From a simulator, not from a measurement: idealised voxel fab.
This is a process module. Its name is voxel capacitor over wiring.
For reference, the cross-section in this document is cut, with width 295 nm and square cells of 5 nm.
Bands, listed from the top down, are how a cross-section gets written in this document; the cross-section itself is a grid of square cells, and a band is one or more rows of them. Read a band's entry like this: the first values are the height of its top and the height of its bottom in nm, and what follows is the sequence of materials from left to right, each with its width in nm. Note that "blank" is empty space, and that a single material marked "edge to edge" reaches across the band from edge to edge. Where do heights start? At 0: under that level the wafer as delivered is made of one material only. And the lowest band has no floor; it just carries on downward, as in "0 down". Width: "30..40" (first number = top row, second number = bottom row, same change from row to row of cells). Step note "remains unaltered" = no cross-section cell changed. "Completely sealed voids" means: voids of 8 cells or more that are shut off from the top with no open way through. Written width x height at distance, distance from the left edge, in nm. On each step's line, the part that comes after the settings is the simulator's own comment on the step. If you see "overlay nm" on a step's line and that step has a mask, it's telling you how far right of where it was planned the mask ended up; a negative number means it went left instead.
List of planned process steps
1 RECEIVE,material Si
2 CONFORMAL_DEP,material SiO2,thk nm 10
3 DIRECTIONAL_DEP,material TiN,thk nm 5
4 DIRECTIONAL_DEP,material Ru,thk nm 20
5 PATTERN,tone cover,mask id METAL_1,material resist,width nm 20,pitch nm 80,thk nm 15,overlay nm 0
6 DIRECTIONAL_ETCH,etch materials Ru,depth nm 20
7 DIRECTIONAL_ETCH,etch materials TiN,depth nm 5
8 STRIP,etch materials resist
9 CONFORMAL_DEP,material SiN,thk nm 5
10 FILL_DEP,material SiO2,thk nm 10
11 CMP,height nm 35
12 CONFORMAL_DEP,material SiCN,thk nm 5
13 DIRECTIONAL_DEP,material SiO2,thk nm 20
14 MASKED_ETCH,tone open,mask id PLUG_1,width nm 15,etch materials SiO2,depth nm 20,overlay nm 0
15 MASKED_ETCH,tone open,mask id PLUG_1,width nm 15,etch materials SiCN,depth nm 5,overlay nm -15
16 CONFORMAL_DEP,material TiN,thk nm 5
17 FILL_DEP,material W,thk nm 10
18 CMP,height nm 60
19 DIRECTIONAL_DEP,material TiN,thk nm 5
20 DIRECTIONAL_DEP,material Al2O3,thk nm 5
21 DIRECTIONAL_DEP,material TiN,thk nm 5
22 MASKED_ETCH,tone cover,mask id UPPER_PLATE,width nm 65,etch materials TiN,depth nm 5,overlay nm 0
23 MASKED_ETCH,tone cover,mask id UPPER_PLATE,width nm 65,etch materials Al2O3,depth nm 5,overlay nm 0
24 PATTERN,tone cover,mask id LOWER_PLATE,material resist,width nm 75,thk nm 20,overlay nm 0
25 DIRECTIONAL_ETCH,etch materials TiN,depth nm 5
26 STRIP,etch materials resist
27 FILL_DEP,material SiO2,thk nm 20
28 CMP,height nm 90
29 PATTERN,tone open,mask id PLUG_2,material resist,width nm 15,thk nm 20,overlay nm 0
30 DIRECTIONAL_ETCH,etch materials SiO2,depth nm 15
31 STRIP,etch materials resist
32 CONFORMAL_DEP,material TiN,thk nm 5
33 FILL_DEP,material Ru,thk nm 10
34 CMP,height nm 90
35 CONFORMAL_DEP,material SiCN,thk nm 5
All wafers enter the flow in the same state. The overlay nm at step 15 differs from wafer to wafer, and the plan gives the value for the first wafer.
Cross-section of the first incoming wafer of several, state after step 1
- 0 down | Si edge to edge
- Completely sealed voids: none
Cross-section of the first of several wafers, taken after step 35, where the module ends
- 95 to 90 | SiCN edge to edge
- 90 to 80 | SiO2=110, then TiN=5, then Ru=5, then TiN=5, then SiO2=170
- 80 to 70 | SiO2=110..100, then TiN=15..65, then SiO2=170..130
- 70 to 65 | SiO2=100, then Al2O3=65, then SiO2=130
- 65 to 60 | SiO2=95, then TiN=75, then SiO2=125
- 60 to 45 | SiO2=100, then TiN=5, then W=5, then TiN=5, then SiO2=180
- 45 to 40 | SiO2=100, then TiN=15, then SiO2=180
- 40 to 35 | SiCN edge to edge
- 35 to 15 | SiO2=90, then SiN=5, then Ru=20, then SiN=5, then SiO2=50, then SiN=5, then Ru=20, then SiN=5, then SiO2=95
- 15 to 10 | SiN=95, then TiN=20, then SiN=60, then TiN=20, then SiN=100
- 10 to 0 | SiO2 edge to edge
- 0 down | Si edge to edge
- Completely sealed voids: none
Cross-section, last wafer, module completion
- 95 to 90 | SiCN edge to edge
- 90 to 80 | SiO2=110, then TiN=5, then Ru=5, then TiN=5, then SiO2=170
- 80 to 70 | SiO2=110..100, then TiN=15..65, then SiO2=170..130
- 70 to 65 | SiO2=100, then Al2O3=65, then SiO2=130
- 65 to 60 | SiO2=95, then TiN=75, then SiO2=125
- 60 to 45 | SiO2=100, then TiN=5, then W=5, then TiN=5, then SiO2=180
- 45 to 40 | SiO2=100, then TiN=15, then SiO2=180
- 40 to 35 | SiCN edge to edge
- 35 to 15 | SiO2=90, then SiN=5, then Ru=20, then SiN=5, then SiO2=50, then SiN=5, then Ru=20, then SiN=5, then SiO2=95
- 15 to 10 | SiN=95, then TiN=20, then SiN=60, then TiN=20, then SiN=100
- 10 to 0 | SiO2 edge to edge
- 0 down | Si edge to edge
- Completely sealed voids: none
What follows is a table in which each wafer occupies a row; for the wafer as it stands at the close of the module, the row states, material by material, how many cells have been gained (+) or lost (-) since receipt, and then gives its closed voids
overlay nm -15, +13 Al2O3, +34 Ru, +118 SiCN, +67 SiN, +834 SiO2, +52 TiN, +3 W, Completely sealed voids: none
overlay nm -10, +13 Al2O3, +34 Ru, +117 SiCN, +67 SiN, +834 SiO2, +53 TiN, +3 W, Completely sealed voids: none
overlay nm -5, +13 Al2O3, +34 Ru, +116 SiCN, +67 SiN, +834 SiO2, +54 TiN, +3 W, Completely sealed voids: none
overlay nm 0, +13 Al2O3, +34 Ru, +115 SiCN, +67 SiN, +834 SiO2, +54 TiN, +4 W, Completely sealed voids: none
overlay nm 5, +13 Al2O3, +34 Ru, +116 SiCN, +67 SiN, +834 SiO2, +54 TiN, +3 W, Completely sealed voids: none
overlay nm 10, +13 Al2O3, +34 Ru, +117 SiCN, +67 SiN, +834 SiO2, +53 TiN, +3 W, Completely sealed voids: none
overlay nm 15, +13 Al2O3, +34 Ru, +118 SiCN, +67 SiN, +834 SiO2, +52 TiN, +3 W, Completely sealed voids: none
